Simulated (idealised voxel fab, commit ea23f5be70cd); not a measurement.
You're looking at the process module voxel released beams.
Square cell edge 5 nm, section width 270 nm, ID cut.
In this document a cross-section is written as a grid of square cells. It is given as a series of bands, listed from the top down, and a band is one or more rows of cells.
Each band's line starts with the height of the band's top and of its bottom, in nm. Then come its materials from left to right, each with its width in nm. One material with "all across" fills the band from edge to edge. "air" is empty space.
Zero point of the height axis is 0; under it, received wafer = one material. Lowest band: continues down indefinitely, "0 and below".
Width: "30->40" (first number = top row, second number = bottom row, same change from row to row of cells).
Where a step carries "no modifications", the cross-section came out of it unchanged, cell for cell.
"Voids lacking openings" enumerates empty spaces isolated from the top, with no open way to it, that contain at least 8 cells, giving each as width x height at distance from the left edge, all three in nm.
If you see something after the settings on a step's line, that's the simulator's own remark about that step.
If you see "overlay nm" on a step's line and that step has a mask, it's telling you how far right of where it was planned the mask ended up; a negative number means it went left instead.

THE STEPS PLANNED FOR THE PROCESS ARE AS FOLLOWS
- 1: RECEIVE,material Si
- 2: CONFORMAL_DEP,material Al2O3,thk nm 10
- 3: DIRECTIONAL_DEP,material SiO2,thk nm 15
- 4: MASKED_ETCH,tone open,mask id ANCHOR,width nm 30,etch materials SiO2,depth nm 15,overlay nm 0
- 5: CONFORMAL_DEP,material polySi,thk nm 10
- 6: MASKED_ETCH,tone cover,mask id BEAM,width nm 115,etch materials polySi,depth nm 10,overlay nm 0
- 7: STRIP,etch materials SiO2

THE FIRST OF THE TWO WAFERS, WHICH RAN AS PLANNED

AS-RECEIVED STATE OF THE WAFER IN CROSS-SECTION, EQUIVALENT TO POST-STEP 1
- 0 and below: Si all across
- Voids lacking openings: none

CROSS-SECTIONAL REPRESENTATION OF THE WAFER AT THE CONCLUSION OF STEP 2
- 10 down to 0: Al2O3 all across
- Whatever lies below 0 is exactly as it was before.

CROSS-SECTIONAL REPRESENTATION OF THE WAFER AT THE CONCLUSION OF STEP 3
- 25 down to 10: SiO2 all across
- Whatever lies below 10 is exactly as it was before.

CROSS-SECTIONAL REPRESENTATION OF THE WAFER AT THE CONCLUSION OF STEP 4
- 25 down to 10: 80 nm SiO2, then 30 nm air, then 160 nm SiO2
- Whatever lies below 10 is exactly as it was before.

CROSS-SECTIONAL REPRESENTATION OF THE WAFER AT THE CONCLUSION OF STEP 5
- 35 down to 25: 90 nm polySi, then 10 nm air, then 170 nm polySi
- 25 down to 20: 80 nm SiO2, then 10 nm polySi, then 10 nm air, then 10 nm polySi, then 160 nm SiO2
- 20 down to 10: 80 nm SiO2, then 30 nm polySi, then 160 nm SiO2
- Whatever lies below 10 is exactly as it was before.

CROSS-SECTIONAL REPRESENTATION OF THE WAFER AT THE CONCLUSION OF STEP 6
- 35 down to 25: 75 nm air, then 15 nm polySi, then 10 nm air, then 90 nm polySi, then 80 nm air
- Whatever lies below 25 is exactly as it was before.

CROSS-SECTIONAL REPRESENTATION OF THE WAFER AT THE CONCLUSION OF STEP 7
- 35 down to 25: 75 nm air, then 15 nm polySi, then 10 nm air, then 90 nm polySi, then 80 nm air
- 25 down to 20: 80 nm air, then 10 nm polySi, then 10 nm air, then 10 nm polySi, then 160 nm air
- 20 down to 10: 80 nm air, then 30 nm polySi, then 160 nm air
- Whatever lies below 10 is exactly as it was before.

THE SECOND WAFER BEGAN EXACTLY AS THE FIRST DID AND FOLLOWED THE SAME PLAN, BUT ONE MISTAKE WAS MADE WHILE RUNNING IT; THROUGH STEP 1 INCLUSIVE, THE TWO WAFERS ARE IDENTICAL

THE SECOND WAFER CUT THROUGH, AT THE TIME STEP 2 WAS SUPPOSED TO BE FINISHED
- 5 down to 0: Al2O3 all across
- Whatever lies below 0 is exactly as it was before.

THE SECOND WAFER CUT THROUGH, AT THE TIME STEP 3 WAS SUPPOSED TO BE FINISHED
- 20 down to 5: SiO2 all across
- Whatever lies below 5 is exactly as it was before.

THE SECOND WAFER CUT THROUGH, AT THE TIME STEP 4 WAS SUPPOSED TO BE FINISHED
- 20 down to 5: 80 nm SiO2, then 30 nm air, then 160 nm SiO2
- Whatever lies below 5 is exactly as it was before.

THE SECOND WAFER CUT THROUGH, AT THE TIME STEP 5 WAS SUPPOSED TO BE FINISHED
- 30 down to 20: 90 nm polySi, then 10 nm air, then 170 nm polySi
- 20 down to 15: 80 nm SiO2, then 10 nm polySi, then 10 nm air, then 10 nm polySi, then 160 nm SiO2
- 15 down to 5: 80 nm SiO2, then 30 nm polySi, then 160 nm SiO2
- Whatever lies below 5 is exactly as it was before.

THE SECOND WAFER CUT THROUGH, AT THE TIME STEP 6 WAS SUPPOSED TO BE FINISHED
- 30 down to 20: 75 nm air, then 15 nm polySi, then 10 nm air, then 90 nm polySi, then 80 nm air
- Whatever lies below 20 is exactly as it was before.

THE SECOND WAFER CUT THROUGH, AT THE TIME STEP 7 WAS SUPPOSED TO BE FINISHED
- 30 down to 20: 75 nm air, then 15 nm polySi, then 10 nm air, then 90 nm polySi, then 80 nm air
- 20 down to 15: 80 nm air, then 10 nm polySi, then 10 nm air, then 10 nm polySi, then 160 nm air
- 15 down to 5: 80 nm air, then 30 nm polySi, then 160 nm air
- Whatever lies below 5 is exactly as it was before.
What was done differently from what was planned? step 2 ran with different settings than intended, the actual operation and settings being CONFORMAL_DEP,material Al2O3,thk nm 5
Per the end-of-run cell counts, the second wafer holds more or fewer of some materials than the first: 54 fewer of Al2O3
